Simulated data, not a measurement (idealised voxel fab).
process module | voxel transistor to metal
The cross-section shown here is cut; it is 200 nm wide and divided into square cells measuring 5 nm on a side.
In what follows, cross-sections appear as grids of square cells, described through bands that run from the top down, where every band is one or more rows of cells.
Heads up on the band format: heights come first, top then bottom, in nm. After that it's the materials left to right, each with its width in nm. A single material flagged "full width" fills the whole band edge to edge, and "blank" means there's empty space there.
Heights from 0 (as-received wafer is one material below). Bottom band endless downward, as "0..down".
Think of "30..40" as a width that walks from the first number to the second as you go down the band, top row to bottom row, taking equal-sized steps from row to row.
A step reported as "no change" is a step in which no cell of the cross-section changed.
"Completely sealed voids" means: voids of 8 cells or more that are shut off from the top with no open way through. Written width x height at distance, distance from the left edge, in nm.
Anything after a step's settings on that line? It's the simulator's own note about the step.
What "overlay nm" on a step's line means: if the step has a mask, that mask lay this far to the right of its planned place, or, when the value is negative, to the left.
**Listed below are the process steps as planned**
step 1: RECEIVE with material Si
step 2: CONFORMAL_DEP with material SiO2, thk nm 5
step 3: CONFORMAL_DEP with material SiN, thk nm 15
step 4: MASKED_ETCH with tone cover, mask id ACTIVE, width nm 95, etch materials SiN, depth nm 15, overlay nm 0
step 5: MASKED_ETCH with tone cover, mask id ACTIVE, width nm 95, etch materials SiO2, depth nm 5, overlay nm 0
step 6: MASKED_ETCH with tone cover, mask id ACTIVE, width nm 95, etch materials Si, depth nm 30, overlay nm 0
step 7: OXIDIZE with depth nm 5
step 8: FILL_DEP with material SiO2, thk nm 10
step 9: CMP with height nm 20
step 10: SELECTIVE_ETCH with etch materials SiO2, depth nm 10
step 11: STRIP with etch materials SiN
step 12: SELECTIVE_ETCH with etch materials SiO2, depth nm 5
step 13: OXIDIZE with depth nm 5
step 14: DIRECTIONAL_DEP with material polySi, thk nm 30
step 15: DIRECTIONAL_DEP with material SiCN, thk nm 15
step 16: PATTERN with tone cover, mask id GATE, material resist, width nm 15, thk nm 20, overlay nm 0
step 17: DIRECTIONAL_ETCH with etch materials SiCN, depth nm 25
step 18: DIRECTIONAL_ETCH with etch materials polySi, depth nm 40
step 19: STRIP with etch materials resist
step 20: CONFORMAL_DEP with material SiO2, thk nm 5
step 21: DIRECTIONAL_ETCH with etch materials SiO2, depth nm 5
step 22: CONFORMAL_DEP with material SiN, thk nm 5
step 23: DIRECTIONAL_ETCH with etch materials SiN, depth nm 5
step 24: DIRECTIONAL_ETCH with etch materials SiO2, depth nm 5
step 25: DIRECTIONAL_ETCH with etch materials Si, depth nm 15
step 26: EPI with material pSi, thk nm 20
step 27: FILL_DEP with material SiO2, thk nm 5
step 28: CMP with height nm 45
step 29: DIRECTIONAL_DEP with material SiO2, thk nm 10
step 30: PATTERN with tone open, mask id CONTACT, material resist, width nm 20, pitch nm 65, thk nm 20, overlay nm 0
step 31: DIRECTIONAL_ETCH with etch materials SiO2, depth nm 55
step 32: STRIP with etch materials resist
step 33: CONFORMAL_DEP with material TiN, thk nm 5
step 34: FILL_DEP with material Ru, thk nm 5
step 35: CMP with height nm 55
step 36: DIRECTIONAL_DEP with material TiN, thk nm 5
step 37: DIRECTIONAL_DEP with material W, thk nm 25
step 38: MASKED_ETCH with tone cover, mask id METAL_1, width nm 20, pitch nm 65, etch materials W, depth nm 25, overlay nm 0
step 39: MASKED_ETCH with tone cover, mask id METAL_1, width nm 20, pitch nm 65, etch materials TiN, depth nm 5, overlay nm 0
step 40: CONFORMAL_DEP with material SiCN, thk nm 5
step 41: FILL_DEP with material lowk, thk nm 5
step 42: CMP with height nm 85
step 43: CONFORMAL_DEP with material SiCN, thk nm 5
step 44: DIRECTIONAL_DEP with material SiO2, thk nm 35
step 45: MASKED_ETCH with tone open, mask id METAL_2, width nm 20, pitch nm 65, etch materials SiO2, depth nm 20, overlay nm 0
step 46: MASKED_ETCH with tone open, mask id METAL_2_HOLES, width nm 15, pitch nm 65, etch materials SiO2, depth nm 15, overlay nm 0
step 47: MASKED_ETCH with tone open, mask id METAL_2_HOLES, width nm 15, pitch nm 65, etch materials SiCN, depth nm 5, overlay nm 0
step 48: CONFORMAL_DEP with material TiN, thk nm 5
step 49: FILL_DEP with material Cu, thk nm 5
step 50: CMP with height nm 125
step 51: CONFORMAL_DEP with material SiN, thk nm 5
**The first of the two wafers, which ran as planned**
**Wafer cross-section on receipt, i.e. after step 1**
  0..down: Si full width
  Completely sealed voids: none
**Sectional view: wafer, after step 2**
  5..0: SiO2 full width
  Everything below 0 is unchanged.
**Sectional view: wafer, after step 3**
  20..5: SiN full width
  Everything below 5 is unchanged.
**Sectional view: wafer, after step 4**
  20..5: blank (50), then SiN (95), then blank (55)
  Everything below 5 is unchanged.
**Sectional view: wafer, after step 5**
  20..5: blank (50), then SiN (95), then blank (55)
  5..0: blank (50), then SiO2 (95), then blank (55)
  Everything below 0 is unchanged.
**Sectional view: wafer, after step 6**
  20..5: blank (50), then SiN (95), then blank (55)
  5..0: blank (50), then SiO2 (95), then blank (55)
  0..-30: blank (50), then Si (95), then blank (55)
  Everything below -30 is unchanged.
**Sectional view: wafer, after step 7**
  20..5: blank (50), then SiN (95), then blank (55)
  5..0: blank (50), then SiO2 (95), then blank (55)
  0..-30: blank (50), then SiO2 (5), then Si (85), then SiO2 (5), then blank (55)
  -30..-35: SiO2 (55), then Si (85), then SiO2 (60)
  Everything below -35 is unchanged.
**Sectional view: wafer, after step 8**
  30..20: SiO2 full width
  20..5: SiO2 (50), then SiN (95), then SiO2 (55)
  5..0: SiO2 full width
  0..-35: SiO2 (55), then Si (85), then SiO2 (60)
  Everything below -35 is unchanged.
**Sectional view: wafer, after step 9**
  20..5: SiO2 (50), then SiN (95), then SiO2 (55)
  Everything below 5 is unchanged.
**Sectional view: wafer, after step 10**
  20..10: blank (50), then SiN (95), then blank (55)
  Everything below 10 is unchanged.
**Sectional view: wafer, after step 11**
  10..5: SiO2 (50), then blank (95), then SiO2 (55)
  Everything below 5 is unchanged.
**Sectional view: wafer, after step 12**
  5..0: SiO2 (45), then blank (105), then SiO2 (50)
  Everything below 0 is unchanged.
**Sectional view: wafer, after step 13**
  5..0: SiO2 (45), then blank (105), then SiO2 (50)
  0..-5: SiO2 full width
  Everything below -5 is unchanged.
**Sectional view: wafer, after step 14**
  35..30: polySi (45), then blank (105), then polySi (50)
  30..5: polySi full width
  5..0: SiO2 (45), then polySi (105), then SiO2 (50)
  Everything below 0 is unchanged.
**Sectional view: wafer, after step 15**
  50..45: SiCN (45), then blank (105), then SiCN (50)
  45..35: SiCN full width
  35..30: polySi (45), then SiCN (105), then polySi (50)
  Everything below 30 is unchanged.
**Sectional view: wafer, after step 16**
  70..50: blank (90), then resist (15), then blank (95)
  50..45: SiCN (45), then blank (45), then resist (15), then blank (45), then SiCN (50)
  Everything below 45 is unchanged.
**Sectional view: wafer, after step 17**
  70..45: blank (90), then resist (15), then blank (95)
  45..35: blank (90), then SiCN (15), then blank (95)
  35..30: polySi (45), then blank (45), then SiCN (15), then blank (45), then polySi (50)
  Everything below 30 is unchanged.
**Sectional view: wafer, after step 18**
  70..45: blank (90), then resist (15), then blank (95)
  45..30: blank (90), then SiCN (15), then blank (95)
  30..5: blank (90), then polySi (15), then blank (95)
  5..0: SiO2 (45), then blank (45), then polySi (15), then blank (45), then SiO2 (50)
  Everything below 0 is unchanged.
**Sectional view: wafer, after step 19**
  45..30: blank (90), then SiCN (15), then blank (95)
  Everything below 30 is unchanged.
**Sectional view: wafer, after step 20**
  50..45: blank (85), then SiO2 (25), then blank (90)
  45..30: blank (85), then SiO2 (5), then SiCN (15), then SiO2 (5), then blank (90)
  30..10: blank (85), then SiO2 (5), then polySi (15), then SiO2 (5), then blank (90)
  10..5: SiO2 (50), then blank (35), then SiO2 (5), then polySi (15), then SiO2 (5), then blank (35), then SiO2 (55)
  5..0: SiO2 (90), then polySi (15), then SiO2 (95)
  Everything below 0 is unchanged.
**Sectional view: wafer, after step 21**
  45..30: blank (85), then SiO2 (5), then SiCN (15), then SiO2 (5), then blank (90)
  30..5: blank (85), then SiO2 (5), then polySi (15), then SiO2 (5), then blank (90)
  5..0: SiO2 (50), then blank (35), then SiO2 (5), then polySi (15), then SiO2 (5), then blank (35), then SiO2 (55)
  Everything below 0 is unchanged.
**Sectional view: wafer, after step 22**
  50..45: blank (80), then SiN (35), then blank (85)
  45..30: blank (80), then SiN (5), then SiO2 (5), then SiCN (15), then SiO2 (5), then SiN (5), then blank (85)
  30..10: blank (80), then SiN (5), then SiO2 (5), then polySi (15), then SiO2 (5), then SiN (5), then blank (85)
  10..5: SiN (55), then blank (25), then SiN (5), then SiO2 (5), then polySi (15), then SiO2 (5), then SiN (5), then blank (25), then SiN (60)
  5..0: SiO2 (50), then SiN (35), then SiO2 (5), then polySi (15), then SiO2 (5), then SiN (35), then SiO2 (55)
  Everything below 0 is unchanged.
**Sectional view: wafer, after step 23**
  45..30: blank (80), then SiN (5), then SiO2 (5), then SiCN (15), then SiO2 (5), then SiN (5), then blank (85)
  30..5: blank (80), then SiN (5), then SiO2 (5), then polySi (15), then SiO2 (5), then SiN (5), then blank (85)
  5..0: SiO2 (50), then SiN (5), then blank (25), then SiN (5), then SiO2 (5), then polySi (15), then SiO2 (5), then SiN (5), then blank (25), then SiN (5), then SiO2 (55)
  Everything below 0 is unchanged.
**Sectional view: wafer, after step 24**
  45..40: blank (80), then SiN (5), then blank (5), then SiCN (15), then blank (5), then SiN (5), then blank (85)
  40..30: blank (80), then SiN (5), then SiO2 (5), then SiCN (15), then SiO2 (5), then SiN (5), then blank (85)
  30..5: blank (80), then SiN (5), then SiO2 (5), then polySi (15), then SiO2 (5), then SiN (5), then blank (85)
  5..0: blank (50), then SiN (5), then blank (25), then SiN (5), then SiO2 (5), then polySi (15), then SiO2 (5), then SiN (5), then blank (25), then SiN (5), then blank (55)
  0..-5: SiO2 (55), then blank (25), then SiO2 (35), then blank (25), then SiO2 (60)
  Everything below -5 is unchanged.
**Sectional view: wafer, after step 25**
  45..40: blank (80), then SiN (5), then blank (5), then SiCN (15), then blank (5), then SiN (5), then blank (85)
  40..30: blank (80), then SiN (5), then SiO2 (5), then SiCN (15), then SiO2 (5), then SiN (5), then blank (85)
  30..5: blank (80), then SiN (5), then SiO2 (5), then polySi (15), then SiO2 (5), then SiN (5), then blank (85)
  5..0: blank (50), then SiN (5), then blank (25), then SiN (5), then SiO2 (5), then polySi (15), then SiO2 (5), then SiN (5), then blank (25), then SiN (5), then blank (55)
  0..-5: SiO2 (55), then blank (25), then SiO2 (35), then blank (25), then SiO2 (60)
  -5..-20: SiO2 (55), then blank (25), then Si (35), then blank (25), then SiO2 (60)
  Everything below -20 is unchanged.
**Sectional view: wafer, after step 26**
  45..40: blank (80), then SiN (5), then blank (5), then SiCN (15), then blank (5), then SiN (5), then blank (85)
  40..30: blank (80), then SiN (5), then SiO2 (5), then SiCN (15), then SiO2 (5), then SiN (5), then blank (85)
  30..15: blank (80), then SiN (5), then SiO2 (5), then polySi (15), then SiO2 (5), then SiN (5), then blank (85)
  15..5: blank (60), then pSi (20), then SiN (5), then SiO2 (5), then polySi (15), then SiO2 (5), then SiN (5), then pSi (20), then blank (65)
  5..0: blank (50), then SiN (5), then blank (5), then pSi (20), then SiN (5), then SiO2 (5), then polySi (15), then SiO2 (5), then SiN (5), then pSi (20), then blank (5), then SiN (5), then blank (55)
  0..-5: SiO2 (55), then pSi (25), then SiO2 (35), then pSi (25), then SiO2 (60)
  -5..-20: SiO2 (55), then pSi (25), then Si (35), then pSi (25), then SiO2 (60)
  Everything below -20 is unchanged.
**Sectional view: wafer, after step 27**
  50..45: SiO2 full width
  45..30: SiO2 (80), then SiN (5), then SiO2 (5), then SiCN (15), then SiO2 (5), then SiN (5), then SiO2 (85)
  30..15: SiO2 (80), then SiN (5), then SiO2 (5), then polySi (15), then SiO2 (5), then SiN (5), then SiO2 (85)
  15..5: SiO2 (60), then pSi (20), then SiN (5), then SiO2 (5), then polySi (15), then SiO2 (5), then SiN (5), then pSi (20), then SiO2 (65)
  5..0: SiO2 (50), then SiN (5), then SiO2 (5), then pSi (20), then SiN (5), then SiO2 (5), then polySi (15), then SiO2 (5), then SiN (5), then pSi (20), then SiO2 (5), then SiN (5), then SiO2 (55)
  Everything below 0 is unchanged.
**Sectional view: wafer, after step 28**
  45..30: SiO2 (80), then SiN (5), then SiO2 (5), then SiCN (15), then SiO2 (5), then SiN (5), then SiO2 (85)
  Everything below 30 is unchanged.
**Sectional view: wafer, after step 29**
  55..45: SiO2 full width
  Everything below 45 is unchanged.
**Sectional view: wafer, after step 30**
  75..55: resist (55), then blank (20), then resist (45), then blank (20), then resist (60)
  Everything below 55 is unchanged.
**Sectional view: wafer, after step 31**
  75..55: resist (55), then blank (20), then resist (45), then blank (20), then resist (60)
  55..45: SiO2 (55), then blank (20), then SiO2 (45), then blank (20), then SiO2 (60)
  45..30: SiO2 (55), then blank (20), then SiO2 (5), then SiN (5), then SiO2 (5), then SiCN (15), then SiO2 (5), then SiN (5), then SiO2 (5), then blank (20), then SiO2 (60)
  30..15: SiO2 (55), then blank (20), then SiO2 (5), then SiN (5), then SiO2 (5), then polySi (15), then SiO2 (5), then SiN (5), then SiO2 (5), then blank (20), then SiO2 (60)
  15..5: SiO2 (55), then blank (5), then pSi (20), then SiN (5), then SiO2 (5), then polySi (15), then SiO2 (5), then SiN (5), then pSi (20), then blank (5), then SiO2 (60)
  5..0: SiO2 (50), then SiN (5), then blank (5), then pSi (20), then SiN (5), then SiO2 (5), then polySi (15), then SiO2 (5), then SiN (5), then pSi (20), then blank (5), then SiN (5), then SiO2 (55)
  Everything below 0 is unchanged.
**Sectional view: wafer, after step 32**
  55..45: SiO2 (55), then blank (20), then SiO2 (45), then blank (20), then SiO2 (60)
  Everything below 45 is unchanged.
**Sectional view: wafer, after step 33**
  60..55: TiN (60), then blank (10), then TiN (55), then blank (10), then TiN (65)
  55..45: SiO2 (55), then TiN (5), then blank (10), then TiN (5), then SiO2 (45), then TiN (5), then blank (10), then TiN (5), then SiO2 (60)
  45..30: SiO2 (55), then TiN (5), then blank (10), then TiN (5), then SiO2 (5), then SiN (5), then SiO2 (5), then SiCN (15), then SiO2 (5), then SiN (5), then SiO2 (5), then TiN (5), then blank (10), then TiN (5), then SiO2 (60)
  30..20: SiO2 (55), then TiN (5), then blank (10), then TiN (5), then SiO2 (5), then SiN (5), then SiO2 (5), then polySi (15), then SiO2 (5), then SiN (5), then SiO2 (5), then TiN (5), then blank (10), then TiN (5), then SiO2 (60)
  20..15: SiO2 (55), then TiN (20), then SiO2 (5), then SiN (5), then SiO2 (5), then polySi (15), then SiO2 (5), then SiN (5), then SiO2 (5), then TiN (20), then SiO2 (60)
  15..5: SiO2 (55), then TiN (5), then pSi (20), then SiN (5), then SiO2 (5), then polySi (15), then SiO2 (5), then SiN (5), then pSi (20), then TiN (5), then SiO2 (60)
  5..0: SiO2 (50), then SiN (5), then TiN (5), then pSi (20), then SiN (5), then SiO2 (5), then polySi (15), then SiO2 (5), then SiN (5), then pSi (20), then TiN (5), then SiN (5), then SiO2 (55)
  Everything below 0 is unchanged.
**Sectional view: wafer, after step 34**
  65..60: Ru full width
  60..55: TiN (60), then Ru (10), then TiN (55), then Ru (10), then TiN (65)
  55..45: SiO2 (55), then TiN (5), then Ru (10), then TiN (5), then SiO2 (45), then TiN (5), then Ru (10), then TiN (5), then SiO2 (60)
  45..30: SiO2 (55), then TiN (5), then Ru (10), then TiN (5), then SiO2 (5), then SiN (5), then SiO2 (5), then SiCN (15), then SiO2 (5), then SiN (5), then SiO2 (5), then TiN (5), then Ru (10), then TiN (5), then SiO2 (60)
  30..20: SiO2 (55), then TiN (5), then Ru (10), then TiN (5), then SiO2 (5), then SiN (5), then SiO2 (5), then polySi (15), then SiO2 (5), then SiN (5), then SiO2 (5), then TiN (5), then Ru (10), then TiN (5), then SiO2 (60)
  Everything below 20 is unchanged.
**Sectional view: wafer, after step 35**
  55..45: SiO2 (55), then TiN (5), then Ru (10), then TiN (5), then SiO2 (45), then TiN (5), then Ru (10), then TiN (5), then SiO2 (60)
  Everything below 45 is unchanged.
**Sectional view: wafer, after step 36**
  60..55: TiN full width
  Everything below 55 is unchanged.
**Sectional view: wafer, after step 37**
  85..60: W full width
  Everything below 60 is unchanged.
**Sectional view: wafer, after step 38**
  85..60: blank (55), then W (20), then blank (45), then W (20), then blank (60)
  Everything below 60 is unchanged.
**Sectional view: wafer, after step 39**
  85..60: blank (55), then W (20), then blank (45), then W (20), then blank (60)
  60..55: blank (55), then TiN (20), then blank (45), then TiN (20), then blank (60)
  Everything below 55 is unchanged.
**Sectional view: wafer, after step 40**
  90..85: blank (50), then SiCN (30), then blank (35), then SiCN (30), then blank (55)
  85..60: blank (50), then SiCN (5), then W (20), then SiCN (5), then blank (35), then SiCN (5), then W (20), then SiCN (5), then blank (55)
  60..55: SiCN (55), then TiN (20), then SiCN (45), then TiN (20), then SiCN (60)
  Everything below 55 is unchanged.
**Sectional view: wafer, after step 41**
  95..90: lowk full width
  90..85: lowk (50), then SiCN (30), then lowk (35), then SiCN (30), then lowk (55)
  85..60: lowk (50), then SiCN (5), then W (20), then SiCN (5), then lowk (35), then SiCN (5), then W (20), then SiCN (5), then lowk (55)
  Everything below 60 is unchanged.
**Sectional view: wafer, after step 42**
  85..60: lowk (50), then SiCN (5), then W (20), then SiCN (5), then lowk (35), then SiCN (5), then W (20), then SiCN (5), then lowk (55)
  Everything below 60 is unchanged.
**Sectional view: wafer, after step 43**
  90..85: SiCN full width
  Everything below 85 is unchanged.
**Sectional view: wafer, after step 44**
  125..90: SiO2 full width
  Everything below 90 is unchanged.
**Sectional view: wafer, after step 45**
  125..105: SiO2 (55), then blank (20), then SiO2 (45), then blank (20), then SiO2 (60)
  Everything below 105 is unchanged.
**Sectional view: wafer, after step 46**
  125..105: SiO2 (55), then blank (20), then SiO2 (45), then blank (20), then SiO2 (60)
  105..90: SiO2 (55), then blank (15), then SiO2 (50), then blank (15), then SiO2 (65)
  Everything below 90 is unchanged.
**Sectional view: wafer, after step 47**
  125..105: SiO2 (55), then blank (20), then SiO2 (45), then blank (20), then SiO2 (60)
  105..90: SiO2 (55), then blank (15), then SiO2 (50), then blank (15), then SiO2 (65)
  90..85: SiCN (55), then blank (15), then SiCN (50), then blank (15), then SiCN (65)
  Everything below 85 is unchanged.
**Sectional view: wafer, after step 48**
  130..125: TiN (60), then blank (10), then TiN (55), then blank (10), then TiN (65)
  125..110: SiO2 (55), then TiN (5), then blank (10), then TiN (5), then SiO2 (45), then TiN (5), then blank (10), then TiN (5), then SiO2 (60)
  110..105: SiO2 (55), then TiN (5), then blank (5), then TiN (10), then SiO2 (45), then TiN (5), then blank (5), then TiN (10), then SiO2 (60)
  105..90: SiO2 (55), then TiN (5), then blank (5), then TiN (5), then SiO2 (50), then TiN (5), then blank (5), then TiN (5), then SiO2 (65)
  90..85: SiCN (55), then TiN (15), then SiCN (50), then TiN (15), then SiCN (65)
  Everything below 85 is unchanged.
**Sectional view: wafer, after step 49**
  135..130: Cu full width
  130..125: TiN (60), then Cu (10), then TiN (55), then Cu (10), then TiN (65)
  125..110: SiO2 (55), then TiN (5), then Cu (10), then TiN (5), then SiO2 (45), then TiN (5), then Cu (10), then TiN (5), then SiO2 (60)
  110..105: SiO2 (55), then TiN (5), then Cu (5), then TiN (10), then SiO2 (45), then TiN (5), then Cu (5), then TiN (10), then SiO2 (60)
  105..90: SiO2 (55), then TiN (5), then Cu (5), then TiN (5), then SiO2 (50), then TiN (5), then Cu (5), then TiN (5), then SiO2 (65)
  Everything below 90 is unchanged.
**Sectional view: wafer, after step 50**
  125..110: SiO2 (55), then TiN (5), then Cu (10), then TiN (5), then SiO2 (45), then TiN (5), then Cu (10), then TiN (5), then SiO2 (60)
  Everything below 110 is unchanged.
**Sectional view: wafer, after step 51**
  130..125: SiN full width
  Everything below 125 is unchanged.
**Second wafer: same start and same plan as the first, one execution error; identical to the first through step 44**
**At the planned end of step 45, the second wafer in cross-section**
  125..95: SiO2 (55), then blank (20), then SiO2 (45), then blank (20), then SiO2 (60)
  Everything below 95 is unchanged.
**At the planned end of step 46, the second wafer in cross-section**
  125..95: SiO2 (55), then blank (20), then SiO2 (45), then blank (20), then SiO2 (60)
  95..90: SiO2 (55), then blank (15), then SiO2 (50), then blank (15), then SiO2 (65)
  Everything below 90 is unchanged.
**At the planned end of step 47, the second wafer in cross-section**
  125..95: SiO2 (55), then blank (20), then SiO2 (45), then blank (20), then SiO2 (60)
  95..90: SiO2 (55), then blank (15), then SiO2 (50), then blank (15), then SiO2 (65)
  90..85: SiCN (55), then blank (15), then SiCN (50), then blank (15), then SiCN (65)
  Everything below 85 is unchanged.
**At the planned end of step 48, the second wafer in cross-section**
  130..125: TiN (60), then blank (10), then TiN (55), then blank (10), then TiN (65)
  125..100: SiO2 (55), then TiN (5), then blank (10), then TiN (5), then SiO2 (45), then TiN (5), then blank (10), then TiN (5), then SiO2 (60)
  100..90: SiO2 (55), then TiN (5), then blank (5), then TiN (10..5), then SiO2 (45..50), then TiN (5), then blank (5), then TiN (10..5), then SiO2 (60..65)
  90..85: SiCN (55), then TiN (15), then SiCN (50), then TiN (15), then SiCN (65)
  Everything below 85 is unchanged.
**At the planned end of step 49, the second wafer in cross-section**
  135..130: Cu full width
  130..125: TiN (60), then Cu (10), then TiN (55), then Cu (10), then TiN (65)
  125..100: SiO2 (55), then TiN (5), then Cu (10), then TiN (5), then SiO2 (45), then TiN (5), then Cu (10), then TiN (5), then SiO2 (60)
  100..90: SiO2 (55), then TiN (5), then Cu (5), then TiN (10..5), then SiO2 (45..50), then TiN (5), then Cu (5), then TiN (10..5), then SiO2 (60..65)
  Everything below 90 is unchanged.
**At the planned end of step 50, the second wafer in cross-section**
  125..100: SiO2 (55), then TiN (5), then Cu (10), then TiN (5), then SiO2 (45), then TiN (5), then Cu (10), then TiN (5), then SiO2 (60)
  Everything below 100 is unchanged.
**At the planned end of step 51, the second wafer in cross-section**
  130..125: SiN full width
  Everything below 125 is unchanged.
Plan not followed: step 45 deviated from plan and actually ran as MASKED_ETCH with tone open, mask id METAL_2, width nm 20, pitch nm 65, etch materials SiO2, depth nm 30, overlay nm 0
at the end the second wafer has, in cells: +4 Cu; -4 SiO2
